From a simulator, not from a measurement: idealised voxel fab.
The process module that follows is named voxel wiring stack.
Xsec cut, 245 nm wide, square cell size 5 nm.
Bands, listed from the top down, are how a cross-section gets written in this document; the cross-section itself is a grid of square cells, and a band is one or more rows of them.
Per band: top height and bottom height in nm, followed by the left-to-right materials and their widths in nm; "full width" marks a single material spanning edge to edge, "blank" marks empty space.
Height reference: 0 = level under which incoming wafer is all one material. Lowest band: no bottom, runs on downward, e.g. "from 0 down".
A width given as "30->40" starts at the first number in the band's top row and ends at the second number in its bottom row, shifting by an equal amount at every step from row to row.
For the purposes of this document, the phrase "everything unchanged" attached to a step denotes that no cell within the cross-section was modified by that step.
Entry "Completely sealed voids". Content: empty spaces with no open connection to the top, size 8 cells or greater. Each: width x height at distance. Distance: from left edge. Unit: nm.
It should be noted that, on the line of a given step, the content following the step's settings is a remark produced by the simulator itself with respect to that step.
On any step carrying a mask, the "overlay nm" setting, if present on the step's line, tells how far right of its planned place the mask lay; negative values point to the left.
Process steps foreseen in the plan
1: RECEIVE [material Si]
2: CONFORMAL_DEP [material SiO2] [thk nm 10]
3: CONFORMAL_DEP [material SiN] [thk nm 5]
4: DIRECTIONAL_DEP [material SiO2] [thk nm 20]
5: DIRECTIONAL_DEP [material aC] [thk nm 10]
6: PATTERN [tone open] [mask id METAL_1] [material resist] [width nm 30] [pitch nm 55] [thk nm 25] [overlay nm 0]
7: DIRECTIONAL_ETCH [etch materials aC] [depth nm 10]
8: STRIP [etch materials resist]
9: DIRECTIONAL_ETCH [etch materials SiO2] [depth nm 20]
10: DIRECTIONAL_ETCH [etch materials SiN] [depth nm 5]
11: STRIP [etch materials aC]
12: CONFORMAL_DEP [material TiN] [thk nm 5]
13: FILL_DEP [material Ru] [thk nm 5]
14: CMP [height nm 35]
15: CONFORMAL_DEP [material SiCN] [thk nm 5]
16: DIRECTIONAL_DEP [material SiO2] [thk nm 10]
17: PATTERN [tone open] [mask id PLUG_1] [material resist] [width nm 15] [pitch nm 55] [thk nm 15] [overlay nm 0]
18: DIRECTIONAL_ETCH [etch materials SiO2] [depth nm 10]
19: DIRECTIONAL_ETCH [etch materials SiCN] [depth nm 5]
20: STRIP [etch materials resist]
21: EPI [material Ru] [thk nm 10]
22: EPI [material Ru] [thk nm 5]
23: DIRECTIONAL_DEP [material TiN] [thk nm 5]
24: DIRECTIONAL_DEP [material W] [thk nm 25]
25: MASKED_ETCH [tone cover] [mask id METAL_2] [width nm 30] [pitch nm 55] [etch materials W] [depth nm 25] [overlay nm 0]
26: MASKED_ETCH [tone cover] [mask id METAL_2] [width nm 30] [pitch nm 55] [etch materials TiN] [depth nm 5] [overlay nm 0]
27: CONFORMAL_DEP [material SiN] [thk nm 5]
28: FILL_DEP [material lowk] [thk nm 5]
29: CMP [height nm 80]
30: CONFORMAL_DEP [material SiCN] [thk nm 5]
31: DIRECTIONAL_DEP [material SiO2] [thk nm 10]
32: MASKED_ETCH [tone open] [mask id PLUG_2] [width nm 15] [pitch nm 55] [etch materials SiO2] [depth nm 10] [overlay nm 0]
33: MASKED_ETCH [tone open] [mask id PLUG_2] [width nm 15] [pitch nm 55] [etch materials SiCN] [depth nm 5] [overlay nm 0]
34: EPI [material Ru] [thk nm 10]
35: EPI [material Ru] [thk nm 5]
36: CONFORMAL_DEP [material SiCN] [thk nm 5]
37: DIRECTIONAL_DEP [material lowk] [thk nm 25]
38: MASKED_ETCH [tone open] [mask id METAL_3] [width nm 30] [pitch nm 55] [etch materials lowk] [depth nm 25] [overlay nm 0]
39: MASKED_ETCH [tone open] [mask id METAL_3] [width nm 30] [pitch nm 55] [etch materials SiCN] [depth nm 5] [overlay nm 0]
40: CONFORMAL_DEP [material TiN] [thk nm 5]
41: FILL_DEP [material W] [thk nm 10]
42: CMP [height nm 125]
43: CONFORMAL_DEP [material SiCN] [thk nm 5]
First of the two wafers, run per plan
Cross-section of the wafer upon arrival, representing the state reached after step 1
from 0 down: Si full width
Completely sealed voids: none
Cross-section of the wafer after step 2
from 10 to 0: SiO2 full width
Below 0, no change.
Cross-section of the wafer after step 3
from 15 to 10: SiN full width
Below 10, no change.
Cross-section of the wafer after step 4
from 35 to 15: SiO2 full width
Below 15, no change.
Cross-section of the wafer after step 5
from 45 to 35: aC full width
Below 35, no change.
Cross-section of the wafer after step 6
from 70 to 45: resist (80) | blank (30) | resist (25) | blank (30) | resist (80)
Below 45, no change.
Cross-section of the wafer after step 7
from 60 to 45: resist (80) | blank (30) | resist (25) | blank (30) | resist (80)
from 45 to 35: aC (80) | blank (30) | aC (25) | blank (30) | aC (80)
Below 35, no change.
Cross-section of the wafer after step 8
from 45 to 35: aC (80) | blank (30) | aC (25) | blank (30) | aC (80)
Below 35, no change.
Cross-section of the wafer after step 9
from 45 to 35: aC (80) | blank (30) | aC (25) | blank (30) | aC (80)
from 35 to 15: SiO2 (80) | blank (30) | SiO2 (25) | blank (30) | SiO2 (80)
Below 15, no change.
Cross-section of the wafer after step 10
from 45 to 35: aC (80) | blank (30) | aC (25) | blank (30) | aC (80)
from 35 to 15: SiO2 (80) | blank (30) | SiO2 (25) | blank (30) | SiO2 (80)
from 15 to 10: SiN (80) | blank (30) | SiN (25) | blank (30) | SiN (80)
Below 10, no change.
Cross-section of the wafer after step 11
from 35 to 15: SiO2 (80) | blank (30) | SiO2 (25) | blank (30) | SiO2 (80)
Below 15, no change.
Cross-section of the wafer after step 12
from 40 to 35: TiN (85) | blank (20) | TiN (35) | blank (20) | TiN (85)
from 35 to 15: SiO2 (80) | TiN (5) | blank (20) | TiN (5) | SiO2 (25) | TiN (5) | blank (20) | TiN (5) | SiO2 (80)
from 15 to 10: SiN (80) | TiN (30) | SiN (25) | TiN (30) | SiN (80)
Below 10, no change.
Cross-section of the wafer after step 13
from 45 to 40: Ru full width
from 40 to 35: TiN (85) | Ru (20) | TiN (35) | Ru (20) | TiN (85)
from 35 to 15: SiO2 (80) | TiN (5) | Ru (20) | TiN (5) | SiO2 (25) | TiN (5) | Ru (20) | TiN (5) | SiO2 (80)
Below 15, no change.
Cross-section of the wafer after step 14
from 35 to 15: SiO2 (80) | TiN (5) | Ru (20) | TiN (5) | SiO2 (25) | TiN (5) | Ru (20) | TiN (5) | SiO2 (80)
Below 15, no change.
Cross-section of the wafer after step 15
from 40 to 35: SiCN full width
Below 35, no change.
Cross-section of the wafer after step 16
from 50 to 40: SiO2 full width
Below 40, no change.
Cross-section of the wafer after step 17
from 65 to 50: resist (80) | blank (15) | resist (40) | blank (15) | resist (95)
Below 50, no change.
Cross-section of the wafer after step 18
from 65 to 50: resist (80) | blank (15) | resist (40) | blank (15) | resist (95)
from 50 to 40: SiO2 (80) | blank (15) | SiO2 (40) | blank (15) | SiO2 (95)
Below 40, no change.
Cross-section of the wafer after step 19
from 65 to 50: resist (80) | blank (15) | resist (40) | blank (15) | resist (95)
from 50 to 40: SiO2 (80) | blank (15) | SiO2 (40) | blank (15) | SiO2 (95)
from 40 to 35: SiCN (80) | blank (15) | SiCN (40) | blank (15) | SiCN (95)
Below 35, no change.
Cross-section of the wafer after step 20
from 50 to 40: SiO2 (80) | blank (15) | SiO2 (40) | blank (15) | SiO2 (95)
Below 40, no change.
Cross-section of the wafer after step 21
from 50 to 45: SiO2 (80) | blank (15) | SiO2 (40) | blank (15) | SiO2 (95)
from 45 to 40: SiO2 (80) | Ru (15) | SiO2 (40) | Ru (15) | SiO2 (95)
from 40 to 35: SiCN (80) | Ru (15) | SiCN (40) | Ru (15) | SiCN (95)
Below 35, no change.
Cross-section of the wafer after step 22
from 50 to 40: SiO2 (80) | Ru (15) | SiO2 (40) | Ru (15) | SiO2 (95)
Below 40, no change.
Cross-section of the wafer after step 23
from 55 to 50: TiN full width
Below 50, no change.
Cross-section of the wafer after step 24
from 80 to 55: W full width
Below 55, no change.
Cross-section of the wafer after step 25
from 80 to 55: blank (80) | W (30) | blank (25) | W (30) | blank (80)
Below 55, no change.
Cross-section of the wafer after step 26
from 80 to 55: blank (80) | W (30) | blank (25) | W (30) | blank (80)
from 55 to 50: blank (80) | TiN (30) | blank (25) | TiN (30) | blank (80)
Below 50, no change.
Cross-section of the wafer after step 27
from 85 to 80: blank (75) | SiN (40) | blank (15) | SiN (40) | blank (75)
from 80 to 55: blank (75) | SiN (5) | W (30) | SiN (5) | blank (15) | SiN (5) | W (30) | SiN (5) | blank (75)
from 55 to 50: SiN (80) | TiN (30) | SiN (25) | TiN (30) | SiN (80)
Below 50, no change.
Cross-section of the wafer after step 28
from 90 to 85: lowk full width
from 85 to 80: lowk (75) | SiN (40) | lowk (15) | SiN (40) | lowk (75)
from 80 to 55: lowk (75) | SiN (5) | W (30) | SiN (5) | lowk (15) | SiN (5) | W (30) | SiN (5) | lowk (75)
Below 55, no change.
Cross-section of the wafer after step 29
from 80 to 55: lowk (75) | SiN (5) | W (30) | SiN (5) | lowk (15) | SiN (5) | W (30) | SiN (5) | lowk (75)
Below 55, no change.
Cross-section of the wafer after step 30
from 85 to 80: SiCN full width
Below 80, no change.
Cross-section of the wafer after step 31
from 95 to 85: SiO2 full width
Below 85, no change.
Cross-section of the wafer after step 32
from 95 to 85: SiO2 (80) | blank (15) | SiO2 (40) | blank (15) | SiO2 (95)
Below 85, no change.
Cross-section of the wafer after step 33
from 95 to 85: SiO2 (80) | blank (15) | SiO2 (40) | blank (15) | SiO2 (95)
from 85 to 80: SiCN (80) | blank (15) | SiCN (40) | blank (15) | SiCN (95)
Below 80, no change.
Cross-section of the wafer after step 34
from 95 to 90: SiO2 (80) | blank (15) | SiO2 (40) | blank (15) | SiO2 (95)
from 90 to 85: SiO2 (80) | Ru (15) | SiO2 (40) | Ru (15) | SiO2 (95)
from 85 to 80: SiCN (80) | Ru (15) | SiCN (40) | Ru (15) | SiCN (95)
Below 80, no change.
Cross-section of the wafer after step 35
from 95 to 85: SiO2 (80) | Ru (15) | SiO2 (40) | Ru (15) | SiO2 (95)
Below 85, no change.
Cross-section of the wafer after step 36
from 100 to 95: SiCN full width
Below 95, no change.
Cross-section of the wafer after step 37
from 125 to 100: lowk full width
Below 100, no change.
Cross-section of the wafer after step 38
from 125 to 100: lowk (80) | blank (30) | lowk (25) | blank (30) | lowk (80)
Below 100, no change.
Cross-section of the wafer after step 39
from 125 to 100: lowk (80) | blank (30) | lowk (25) | blank (30) | lowk (80)
from 100 to 95: SiCN (80) | blank (30) | SiCN (25) | blank (30) | SiCN (80)
Below 95, no change.
Cross-section of the wafer after step 40
from 130 to 125: TiN (85) | blank (20) | TiN (35) | blank (20) | TiN (85)
from 125 to 100: lowk (80) | TiN (5) | blank (20) | TiN (5) | lowk (25) | TiN (5) | blank (20) | TiN (5) | lowk (80)
from 100 to 95: SiCN (80) | TiN (30) | SiCN (25) | TiN (30) | SiCN (80)
Below 95, no change.
Cross-section of the wafer after step 41
from 140 to 130: W full width
from 130 to 125: TiN (85) | W (20) | TiN (35) | W (20) | TiN (85)
from 125 to 100: lowk (80) | TiN (5) | W (20) | TiN (5) | lowk (25) | TiN (5) | W (20) | TiN (5) | lowk (80)
Below 100, no change.
Cross-section of the wafer after step 42
from 125 to 100: lowk (80) | TiN (5) | W (20) | TiN (5) | lowk (25) | TiN (5) | W (20) | TiN (5) | lowk (80)
Below 100, no change.
Cross-section of the wafer after step 43
from 130 to 125: SiCN full width
Below 125, no change.
Second wafer: like start, like plan, one mistake. Through step 33 it matches the first wafer
Look at the second wafer in cross-section at the time step 34 ought to have finished
from 100 to 95: blank (75) | Ru (25) | blank (30) | Ru (25) | blank (90)
from 95 to 85: SiO2 (80) | Ru (15) | SiO2 (40) | Ru (15) | SiO2 (95)
from 85 to 80: SiCN (80) | Ru (15) | SiCN (40) | Ru (15) | SiCN (95)
Below 80, no change.
Look at the second wafer in cross-section at the time step 35 ought to have finished
from 105 to 95: blank (70) | Ru (35) | blank (20) | Ru (35) | blank (85)
Below 95, no change.
Look at the second wafer in cross-section at the time step 36 ought to have finished
from 110 to 105: blank (65) | SiCN (45) | blank (10) | SiCN (45) | blank (80)
from 105 to 100: blank (65) | SiCN (5) | Ru (35) | SiCN (5) | blank (10) | SiCN (5) | Ru (35) | SiCN (5) | blank (80)
from 100 to 95: SiCN (70) | Ru (35) | SiCN (20) | Ru (35) | SiCN (85)
Below 95, no change.
Look at the second wafer in cross-section at the time step 37 ought to have finished
from 135 to 125: blank (65) | lowk (45) | blank (10) | lowk (45) | blank (80)
from 125 to 110: lowk full width
from 110 to 105: lowk (65) | SiCN (45) | lowk (10) | SiCN (45) | lowk (80)
from 105 to 100: lowk (65) | SiCN (5) | Ru (35) | SiCN (5) | lowk (10) | SiCN (5) | Ru (35) | SiCN (5) | lowk (80)
Below 100, no change.
Look at the second wafer in cross-section at the time step 38 ought to have finished
from 135 to 125: blank (65) | lowk (15) | blank (40) | lowk (15) | blank (110)
from 125 to 110: lowk (80) | blank (30) | lowk (25) | blank (30) | lowk (80)
Below 110, no change.
Look at the second wafer in cross-section at the time step 39 ought to have finished
from 135 to 125: blank (65) | lowk (15) | blank (40) | lowk (15) | blank (110)
from 125 to 110: lowk (80) | blank (30) | lowk (25) | blank (30) | lowk (80)
from 110 to 105: lowk (65) | SiCN (15) | blank (30) | lowk (10) | SiCN (15) | blank (30) | lowk (80)
Below 105, no change.
Look at the second wafer in cross-section at the time step 40 ought to have finished
from 140 to 135: blank (60) | TiN (25) | blank (30) | TiN (25) | blank (105)
from 135 to 130: blank (60) | TiN (5) | lowk (15) | TiN (5) | blank (30) | TiN (5) | lowk (15) | TiN (5) | blank (105)
from 130 to 125: TiN (65) | lowk (15) | TiN (5) | blank (20) | TiN (15) | lowk (15) | TiN (5) | blank (20) | TiN (85)
from 125 to 110: lowk (80) | TiN (5) | blank (20) | TiN (5) | lowk (25) | TiN (5) | blank (20) | TiN (5) | lowk (80)
from 110 to 105: lowk (65) | SiCN (15) | TiN (30) | lowk (10) | SiCN (15) | TiN (30) | lowk (80)
Below 105, no change.
Look at the second wafer in cross-section at the time step 41 ought to have finished
from 150 to 140: W full width
from 140 to 135: W (60) | TiN (25) | W (30) | TiN (25) | W (105)
from 135 to 130: W (60) | TiN (5) | lowk (15) | TiN (5) | W (30) | TiN (5) | lowk (15) | TiN (5) | W (105)
from 130 to 125: TiN (65) | lowk (15) | TiN (5) | W (20) | TiN (15) | lowk (15) | TiN (5) | W (20) | TiN (85)
from 125 to 110: lowk (80) | TiN (5) | W (20) | TiN (5) | lowk (25) | TiN (5) | W (20) | TiN (5) | lowk (80)
Below 110, no change.
Look at the second wafer in cross-section at the time step 42 ought to have finished
from 125 to 110: lowk (80) | TiN (5) | W (20) | TiN (5) | lowk (25) | TiN (5) | W (20) | TiN (5) | lowk (80)
Below 110, no change.
Look at the second wafer in cross-section at the time step 43 ought to have finished
from 130 to 125: SiCN full width
Below 125, no change.
Finding, execution versus plan: step 34, plan: ran twice
End check, counted in cells, second wafer has more or fewer of these materials than the first: +28 Ru; +8 SiCN; -8 TiN; -16 W; -12 lowk
